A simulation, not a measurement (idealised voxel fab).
This is a process module. Its name is voxel self aligned vias.
The width of the displayed cross-section, cut, is 210 nm; its cells are square, with a size of 5 nm.
Each cross-section below is a grid of square cells, stated as bands in top-down order, with one or more rows of cells making up each band. First you get the band's top height and its bottom height, in nm, and then the materials it's made of, left to right, with each width in nm. If you see a single material with "full width", that one covers the band edge to edge. "blank" is empty space. Counting heights begins at 0, where everything beneath is, in the wafer as received, one material. The lowest band has no bottom; it goes on downwards, as "z 0 and below" shows. The expression "30 to 40" gives the width at the extremes of the band, the first number at its top row of cells and the second at its bottom row, with the width changing by equal amounts from each row to the next in between. Step note "nothing altered" = no cross-section cell changed. Any empty space of 8 cells or more lacking an open way to the top shows up in "Unvented cavities" as width x height at distance, distance from the left edge, in nm. Whatever follows a step's settings on its line is a remark the simulator itself makes about that step. Regarding "overlay nm": on a step with a mask, it is the distance the mask lay to the right of its planned place; a negative value places it to the left.
### Below is the list of planned process steps
- 1: RECEIVE, material Si
- 2: CONFORMAL_DEP, material SiO2, thk nm 10
- 3: CONFORMAL_DEP, material SiCN, thk nm 5
- 4: DIRECTIONAL_DEP, material lowk, thk nm 25
- 5: MASKED_ETCH, tone open, mask id LINES, width nm 30, pitch nm 60, etch materials lowk, depth nm 25, overlay nm 0
- 6: CONFORMAL_DEP, material TiN, thk nm 5
- 7: FILL_DEP, material W, thk nm 10
- 8: CMP, height nm 40
- 9: SELECTIVE_ETCH, etch materials W Ru TiN, depth nm 10
- 10: FILL_DEP, material SiN, thk nm 10
- 11: CMP, height nm 40
- 12: DIRECTIONAL_DEP, material lowk, thk nm 20
- 13: MASKED_ETCH, tone open, mask id VIAS, width nm 40, pitch nm 60, etch materials lowk, depth nm 20, overlay nm 0
- 14: MASKED_ETCH, tone open, mask id VIAS, width nm 40, pitch nm 60, etch materials SiN, depth nm 10, overlay nm 0
- 15: CONFORMAL_DEP, material TiN, thk nm 5
- 16: FILL_DEP, material Ru, thk nm 5
- 17: CMP, height nm 60
- 18: CONFORMAL_DEP, material SiN, thk nm 5
### as received, after step 1
z 0 and below  Si full width
Unvented cavities: none
### End-of-module cross-section of the first of two wafers, processed as planned
z 65 to 60  SiN full width
z 60 to 45  25 nm lowk; 5 nm TiN; 30 nm Ru; 5 nm TiN; 20 nm lowk; 5 nm TiN; 30 nm Ru; 5 nm TiN; 20 nm lowk; 5 nm TiN; 30 nm Ru; 5 nm TiN; 25 nm lowk
z 45 to 35  25 to 30 nm lowk; 10 to 5 nm TiN; 20 nm Ru; 10 to 5 nm TiN; 20 to 30 nm lowk; 10 to 5 nm TiN; 20 nm Ru; 10 to 5 nm TiN; 20 to 30 nm lowk; 10 to 5 nm TiN; 20 nm Ru; 10 to 5 nm TiN; 25 to 30 nm lowk
z 35 to 30  30 nm lowk; 30 nm TiN; 30 nm lowk; 30 nm TiN; 30 nm lowk; 30 nm TiN; 30 nm lowk
z 30 to 20  30 nm lowk; 5 nm TiN; 20 nm W; 5 nm TiN; 30 nm lowk; 5 nm TiN; 20 nm W; 5 nm TiN; 30 nm lowk; 5 nm TiN; 20 nm W; 5 nm TiN; 30 nm lowk
z 20 to 15  30 nm lowk; 30 nm TiN; 30 nm lowk; 30 nm TiN; 30 nm lowk; 30 nm TiN; 30 nm lowk
z 15 to 10  SiCN full width
z 10 to 0  SiO2 full width
z 0 and below  Si full width
Unvented cavities: none
### Wafer two, end of module, cross-section. Same start, same plan as wafer one. One mistake in the run
z 65 to 60  SiN full width
z 60 to 45  35 nm lowk; 5 nm TiN; 30 nm Ru; 5 nm TiN; 20 nm lowk; 5 nm TiN; 30 nm Ru; 5 nm TiN; 20 nm lowk; 5 nm TiN; 30 nm Ru; 5 nm TiN; 15 nm lowk
z 45 to 40  35 nm lowk; 5 nm TiN; 15 nm Ru; 20 nm TiN; 20 nm lowk; 5 nm TiN; 15 nm Ru; 20 nm TiN; 20 nm lowk; 5 nm TiN; 15 nm Ru; 20 nm TiN; 15 nm lowk
z 40 to 35  30 nm lowk; 5 nm SiN; 5 nm TiN; 15 nm Ru; 5 nm TiN; 30 nm lowk; 5 nm SiN; 5 nm TiN; 15 nm Ru; 5 nm TiN; 30 nm lowk; 5 nm SiN; 5 nm TiN; 15 nm Ru; 5 nm TiN; 30 nm lowk
z 35 to 30  30 nm lowk; 5 nm SiN; 25 nm TiN; 30 nm lowk; 5 nm SiN; 25 nm TiN; 30 nm lowk; 5 nm SiN; 25 nm TiN; 30 nm lowk
z 30 to 20  30 nm lowk; 5 nm TiN; 20 nm W; 5 nm TiN; 30 nm lowk; 5 nm TiN; 20 nm W; 5 nm TiN; 30 nm lowk; 5 nm TiN; 20 nm W; 5 nm TiN; 30 nm lowk
z 20 to 15  30 nm lowk; 30 nm TiN; 30 nm lowk; 30 nm TiN; 30 nm lowk; 30 nm TiN; 30 nm lowk
z 15 to 10  SiCN full width
z 10 to 0  SiO2 full width
z 0 and below  Si full width
Unvented cavities: none
Against the plan, the run slipped here: step 13 ran with different settings than intended, the actual operation and settings being MASKED_ETCH, tone open, mask id VIAS, width nm 40, pitch nm 60, etch materials lowk, depth nm 20, overlay nm 10
Wafer comparison, final, in cells, second relative to first, materials more or fewer: Ru: 6 fewer; SiN: 6 more
